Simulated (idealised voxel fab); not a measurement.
Title: Process Module voxel self aligned contacts
Section shown: cut. Width: 175 nm. Cell size: 5 nm, square.
Cross-section, as written here: a square-cell grid given band by band from the top down, where a band holds one or more rows of cells. Read a band's entry like this: the first values are the height of its top and the height of its bottom in nm, and what follows is the sequence of materials from left to right, each with its width in nm. Note that "air" is empty space, and that a single material marked "full width" reaches across the band from edge to edge. For the purposes of this specification, 0 denotes the height below which the wafer in its as-received condition is composed wholly of one material, and the lowermost band, lacking a lower limit, extends downward without end, as expressed in "z 0 and below". Graded width ("30->40"): value in top row of band = first number; value in bottom row = second number; row-to-row change constant. It should be understood that the words "nothing got changed", when stated for a given step, signify that the cross-section underwent no change in any of its cells during that step. "Closed cavity list" means: voids of 8 cells or more that are shut off from the top with no open way through. Written width x height at distance, distance from the left edge, in nm. It should be noted that, on the line of a given step, the content following the step's settings is a remark produced by the simulator itself with respect to that step. "overlay nm" answers the question of how far to the right of plan the mask lay on a step that has a mask, and when it is negative the answer is to the left.

The process steps that were planned are listed below
step 1: RECEIVE: material Si
step 2: CONFORMAL_DEP: material SiO2, thk nm 5
step 3: DIRECTIONAL_DEP: material polySi, thk nm 25
step 4: DIRECTIONAL_DEP: material SiN, thk nm 25
step 5: MASKED_ETCH: tone cover, mask id GATE, width nm 30, pitch nm 65, etch materials SiN, depth nm 25, overlay nm 0
step 6: MASKED_ETCH: tone cover, mask id GATE, width nm 30, pitch nm 65, etch materials polySi, depth nm 25, overlay nm 0
step 7: CONFORMAL_DEP: material SiN, thk nm 10
step 8: DIRECTIONAL_ETCH: etch materials SiN, depth nm 10
step 9: FILL_DEP: material SiO2, thk nm 10
step 10: CMP: height nm 60
step 11: MASKED_ETCH: tone open, mask id CONTACT, width nm 45, etch materials SiO2, depth nm 60, overlay nm 0
step 12: CONFORMAL_DEP: material TiN, thk nm 5
step 13: FILL_DEP: material W, thk nm 5
step 14: CMP: height nm 60
step 15: CONFORMAL_DEP: material SiN, thk nm 5

Cross-section, incoming material, after step 1
* z 0 and below | Si full width
* Closed cavity list: none

The module was run from the start shown above using the plan shown above, but one mistake was made doing it; the resulting wafer cross-section is below
* z 65 to 60 | SiN full width
* z 60 to 55 | 65 of SiO2 / 20 of TiN / 5 of W / 20 of TiN / 65 of SiO2
* z 55 to 30 | 30 of SiO2 / 50 of SiN / 5 of TiN / 5 of W / 5 of TiN / 50 of SiN / 30 of SiO2
* z 30 to 5 | 80 of SiO2 / 5 of TiN / 5 of W / 5 of TiN / 80 of SiO2
* z 5 to 0 | 80 of SiO2 / 15 of TiN / 80 of SiO2
* z 0 and below | Si full width
* Closed cavity list: none
Plan not followed: step 3 ran as: DIRECTIONAL_DEP: material SiO2, thk nm 25
